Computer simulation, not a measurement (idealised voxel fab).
Title: Process Module voxel ribs on slabs
Section shown: cut. Width: 265 nm. Cell size: 5 nm, square.
Notation: cross-section as square-cell grid; stated in bands, top first, going down; one or more cell rows per band.
Top height, bottom height, nm. Materials left to right, width each, nm. Single material + "throughout" = fills band edge to edge. "air" = empty.
For the purposes of this specification, 0 denotes the height below which the wafer in its as-received condition is composed wholly of one material, and the lowermost band, lacking a lower limit, extends downward without end, as expressed in "z 0 and below".
Graded width ("30..40"): value in top row of band = first number; value in bottom row = second number; row-to-row change constant.
"no change occurred", as given for a step, is the statement that not any cell of the cross-section underwent a change during that step.
Any empty space of 8 cells or more lacking an open way to the top shows up in "Closed cavity list" as width x height at distance, distance from the left edge, in nm.
Read whatever lies past the settings on a step's line as the simulator's own remark about the step.
"overlay nm" on a masked step: distance the mask lay right of its planned place, negative for left.
## The process steps that were planned are listed below
| 1 | op RECEIVE | material Si |
| 2 | op DIRECTIONAL_DEP | material SiO2 | thk nm 30 |
| 3 | op DIRECTIONAL_DEP | material polySi | thk nm 20 |
| 4 | op DIRECTIONAL_DEP | material aC | thk nm 10 |
| 5 | op PATTERN | tone cover | mask id RIB | material resist | width nm 25 | thk nm 25 | overlay nm -15 |
| 6 | op DIRECTIONAL_ETCH | etch materials aC | depth nm 10 |
| 7 | op STRIP | etch materials resist |
| 8 | op DIRECTIONAL_ETCH | etch materials polySi | depth nm 10 |
| 9 | op STRIP | etch materials aC |
| 10 | op MASKED_ETCH | tone cover | mask id SLAB | width nm 85 | etch materials polySi | depth nm 10 | overlay nm 0 |
| 11 | op FILL_DEP | material SiO2 | thk nm 30 |
| 12 | op CMP | height nm 70 |
| 13 | op DIRECTIONAL_DEP | material TiN | thk nm 5 |
| 14 | op DIRECTIONAL_DEP | material aC | thk nm 10 |
| 15 | op PATTERN | tone cover | mask id HEATER | material resist | width nm 35 | thk nm 30 | overlay nm 0 |
| 16 | op DIRECTIONAL_ETCH | etch materials aC | depth nm 10 |
| 17 | op STRIP | etch materials resist |
| 18 | op DIRECTIONAL_ETCH | etch materials TiN | depth nm 5 |
| 19 | op STRIP | etch materials aC |
| 20 | op CONFORMAL_DEP | material SiN | thk nm 5 |
Wafers differ in overlay nm at step 5; plan lists the first wafer's value; identical starting state.
## The first of several wafers as received, shown in cross-section; this is its state after step 1
  z 0 and below | Si throughout
  Closed cavity list: none
## Heads up, this table goes wafer by wafer. A row tells you, at the end of the module, how many cells of each material that wafer has put on (+) or dropped (-) since it was received, and then its closed voids
overlay nm -15, +55 SiN, +698 SiO2, +7 TiN, +44 polySi, Closed cavity list: none
overlay nm -10, +55 SiN, +698 SiO2, +7 TiN, +44 polySi, Closed cavity list: none
overlay nm -5, +55 SiN, +698 SiO2, +7 TiN, +44 polySi, Closed cavity list: none
overlay nm 0, +55 SiN, +698 SiO2, +7 TiN, +44 polySi, Closed cavity list: none
overlay nm 5, +55 SiN, +698 SiO2, +7 TiN, +44 polySi, Closed cavity list: none
overlay nm 10, +55 SiN, +698 SiO2, +7 TiN, +44 polySi, Closed cavity list: none
overlay nm 15, +55 SiN, +698 SiO2, +7 TiN, +44 polySi, Closed cavity list: none
